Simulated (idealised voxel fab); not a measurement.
process module | voxel self aligned contacts
cross-section cut | 200 nm wide | cells 5 nm
A cross-section is a grid of square cells, given in bands from the top down. A band is one or more rows of cells.
Each band's line starts with the height of the band's top and of its bottom, in nm. Then come its materials from left to right, each with its width in nm. One material with "throughout" fills the band from edge to edge. "air" is empty space.
Height 0 is the level under which the wafer as received is all one material. The lowest band goes on downwards, as in "0 down".
A width such as "30 to 40" changes by the same amount from each row of cells to the next, from the band's top row to its bottom row.
"no change" after a step means that no cell of the cross-section changed.
closed voids: empty space of 8 cells or more with no open way to the top, each as width x height at its distance from the left edge, in nm
after a step's settings: what the simulator itself notes on the step
overlay nm, on a step with a mask: how far to the right of its planned place the mask lay; to the left if negative
plan
1 op RECEIVE | material Si
2 op OXIDIZE | depth nm 5
3 op DIRECTIONAL_DEP | material polySi | thk nm 25
4 op DIRECTIONAL_DEP | material SiN | thk nm 20
5 op MASKED_ETCH | tone cover | mask id GATE | width nm 25 | pitch nm 70 | etch materials SiN | depth nm 20 | overlay nm 0
6 op MASKED_ETCH | tone cover | mask id GATE | width nm 25 | pitch nm 70 | etch materials polySi | depth nm 25 | overlay nm 0
7 op CONFORMAL_DEP | material SiN | thk nm 10
8 op DIRECTIONAL_ETCH | etch materials SiN | depth nm 10
9 op FILL_DEP | material SiO2 | thk nm 15
10 op CMP | height nm 55
11 op DIRECTIONAL_DEP | material aC | thk nm 10
12 op PATTERN | tone open | mask id CONTACT | material resist | width nm 55 | pitch nm 70 | thk nm 25 | overlay nm 0
13 op DIRECTIONAL_ETCH | etch materials aC | depth nm 10
14 op STRIP | etch materials resist
15 op DIRECTIONAL_ETCH | etch materials SiO2 | depth nm 60
16 op STRIP | etch materials aC
17 op CONFORMAL_DEP | material TiN | thk nm 5
18 op FILL_DEP | material W | thk nm 5
19 op CMP | height nm 55
20 op CONFORMAL_DEP | material SiCN | thk nm 5
as received, after step 1
  0 down: Si throughout
  closed voids: none
first wafer at the end, as planned
  60 to 55: SiCN throughout
  55 to 45: SiO2 35 | TiN 5 to 20 | W 45 to 15 | TiN 5 to 20 | SiO2 15 | TiN 5 to 20 | W 45 to 15 | TiN 5 to 20 | SiO2 40
  45 to 25: SiO2 5 | SiN 45 | TiN 5 | W 15 | TiN 5 | SiN 45 | TiN 5 | W 15 | TiN 5 | SiN 45 | SiO2 10
  25 to 0: SiO2 5 | SiN 10 | polySi 25 | SiN 10 | TiN 5 | W 15 | TiN 5 | SiN 10 | polySi 25 | SiN 10 | TiN 5 | W 15 | TiN 5 | SiN 10 | polySi 25 | SiN 10 | SiO2 10
  0 to -5: SiO2 50 | TiN 25 | SiO2 45 | TiN 25 | SiO2 55
  -5 down: Si throughout
  closed voids: none
second wafer at the end: like start, like plan, one mistake
  60 to 55: SiCN throughout
  55 to 45: SiO2 35 | TiN 5 to 25 | W 45 to 10 | TiN 5 to 20 | SiO2 15 | TiN 5 to 25 | W 45 to 10 | TiN 5 to 20 | SiO2 40
  45 to 25: SiO2 5 | SiN 50 | TiN 5 | W 10 | TiN 5 | SiN 50 | TiN 5 | W 10 | TiN 5 | SiN 50 | SiO2 5
  25 to 0: SiO2 5 | SiN 10 | polySi 30 | SiN 10 | TiN 5 | W 10 | TiN 5 | SiN 10 | polySi 30 | SiN 10 | TiN 5 | W 10 | TiN 5 | SiN 10 | polySi 30 | SiN 10 | SiO2 5
  0 to -5: SiO2 55 | TiN 20 | SiO2 50 | TiN 20 | SiO2 55
  -5 down: Si throughout
  closed voids: none
what went wrong: step 5 ran as: op MASKED_ETCH | tone cover | mask id GATE | width nm 30 | pitch nm 70 | etch materials SiN | depth nm 20 | overlay nm 0
at the end the second wafer has, in cells: 12 more of SiN | 7 fewer of SiO2 | 20 fewer of W | 15 more of polySi
